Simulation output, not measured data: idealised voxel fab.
Module name: voxel wiring stack (process module)
The cross-section on display is named cut; it measures 230 nm wide, and its cells are 5 nm squares.
Cross-section format: a grid of square cells, given as bands from top to bottom; each band is one or more rows of cells. What a band's entry tells you: where the top is and where the bottom is, as heights in nm, and after that what lies inside, material by material from left to right, each with its width in nm. Empty space is written as the word "empty", and a single material marked with the word "full width" occupies the band from edge to edge. Height datum 0, below which the as-received substrate wafer is one material. Lowest band open at the bottom, running downward: "from 0 down". Graded width ("30 to 40"): value in top row of band = first number; value in bottom row = second number; row-to-row change constant. Basically "everything unchanged" means that step didn't change any cell in the cross-section. Entry "Enclosed void listing" = empty spaces >= 8 cells with no open way to the top; each as width x height at distance, distance from left edge, all nm. Text after the settings on a step's line: the simulator's own remark on that step. "overlay nm", when on a step's line for a step with a mask, measures how far to the right of its planned place the mask lay; a negative measure means to the left.

[The following list gives the planned process steps]
- 1: RECEIVE [material Si]
- 2: CONFORMAL_DEP [material SiO2] [thk nm 10]
- 3: DIRECTIONAL_DEP [material TiN] [thk nm 5]
- 4: DIRECTIONAL_DEP [material Ru] [thk nm 25]
- 5: PATTERN [tone cover] [mask id METAL_1] [material resist] [width nm 25] [pitch nm 55] [thk nm 20] [overlay nm 0]
- 6: DIRECTIONAL_ETCH [etch materials Ru] [depth nm 25]
- 7: DIRECTIONAL_ETCH [etch materials TiN] [depth nm 5]
- 8: STRIP [etch materials resist]
- 9: FILL_DEP [material SiO2] [thk nm 10]
- 10: CMP [height nm 40]
- 11: CONFORMAL_DEP [material SiCN] [thk nm 5]
- 12: DIRECTIONAL_DEP [material lowk] [thk nm 20]
- 13: MASKED_ETCH [tone open] [mask id PLUG_1] [width nm 15] [pitch nm 55] [etch materials lowk] [depth nm 20] [overlay nm 0]
- 14: MASKED_ETCH [tone open] [mask id PLUG_1] [width nm 15] [pitch nm 55] [etch materials SiCN] [depth nm 5] [overlay nm 0]
- 15: EPI [material Ru] [thk nm 10]
- 16: EPI [material Ru] [thk nm 10]
- 17: EPI [material Ru] [thk nm 5]
- 18: CONFORMAL_DEP [material SiN] [thk nm 5]
- 19: DIRECTIONAL_DEP [material lowk] [thk nm 20]
- 20: MASKED_ETCH [tone open] [mask id METAL_2] [width nm 25] [pitch nm 55] [etch materials lowk] [depth nm 20] [overlay nm 0]
- 21: MASKED_ETCH [tone open] [mask id METAL_2] [width nm 25] [pitch nm 55] [etch materials SiN] [depth nm 5] [overlay nm 0]
- 22: CONFORMAL_DEP [material TiN] [thk nm 5]
- 23: FILL_DEP [material Ru] [thk nm 10]
- 24: CMP [height nm 90]
- 25: EPI [material Ru] [thk nm 5]
- 26: FILL_DEP [material SiCN] [thk nm 5]
- 27: DIRECTIONAL_DEP [material lowk] [thk nm 35]
- 28: DIRECTIONAL_DEP [material aC] [thk nm 10]
- 29: PATTERN [tone open] [mask id METAL_3] [material resist] [width nm 25] [pitch nm 55] [thk nm 25] [overlay nm 0]
- 30: DIRECTIONAL_ETCH [etch materials aC] [depth nm 10]
- 31: STRIP [etch materials resist]
- 32: DIRECTIONAL_ETCH [etch materials lowk] [depth nm 20]
- 33: STRIP [etch materials aC]
- 34: DIRECTIONAL_DEP [material aC] [thk nm 10]
- 35: PATTERN [tone open] [mask id METAL_3_HOLES] [material resist] [width nm 15] [pitch nm 55] [thk nm 30] [overlay nm 0]
- 36: DIRECTIONAL_ETCH [etch materials aC] [depth nm 10]
- 37: STRIP [etch materials resist]
- 38: DIRECTIONAL_ETCH [etch materials lowk] [depth nm 15]
- 39: DIRECTIONAL_ETCH [etch materials SiCN] [depth nm 5]
- 40: STRIP [etch materials aC]
- 41: CONFORMAL_DEP [material TiN] [thk nm 5]
- 42: FILL_DEP [material Cu] [thk nm 10]
- 43: CMP [height nm 135]
- 44: CONFORMAL_DEP [material SiN] [thk nm 5]

[Received-state cross-section, reflecting completion of step 1]
    from 0 down: Si full width
    Enclosed void listing: none

[The module was run from the start shown above using the plan shown above, but one mistake was made doing it; the resulting wafer cross-section is below]
    from 140 to 135: SiN full width
    from 135 to 125: Cu full width
    from 125 to 120: TiN 80; Cu 15; TiN 40; Cu 15; TiN 80
    from 120 to 115: lowk 75; TiN 25; lowk 30; TiN 25; lowk 75
    from 115 to 100: lowk 90; TiN 10; lowk 45; TiN 10; lowk 75
    from 100 to 95: SiCN 90; TiN 10; SiCN 45; TiN 10; SiCN 75
    from 95 to 90: SiCN 70; Ru 35; SiCN 20; Ru 35; SiCN 70
    from 90 to 70: lowk 75; TiN 5; Ru 15; TiN 5; lowk 30; TiN 5; Ru 15; TiN 5; lowk 75
    from 70 to 65: SiN 75; TiN 25; SiN 30; TiN 25; SiN 75
    from 65 to 45: lowk 75; Ru 15; lowk 40; Ru 15; lowk 85
    from 45 to 40: SiCN 75; Ru 15; SiCN 40; Ru 15; SiCN 85
    from 40 to 15: SiO2 75; Ru 25; SiO2 30; Ru 25; SiO2 75
    from 15 to 10: SiO2 75; TiN 25; SiO2 30; TiN 25; SiO2 75
    from 10 to 0: SiO2 full width
    from 0 down: Si full width
    Enclosed void listing: none
The mistake made against the process plan was this: step 35 off recipe, ran as PATTERN [tone cover] [mask id METAL_3_HOLES] [material resist] [width nm 15] [pitch nm 55] [thk nm 30] [overlay nm 0]
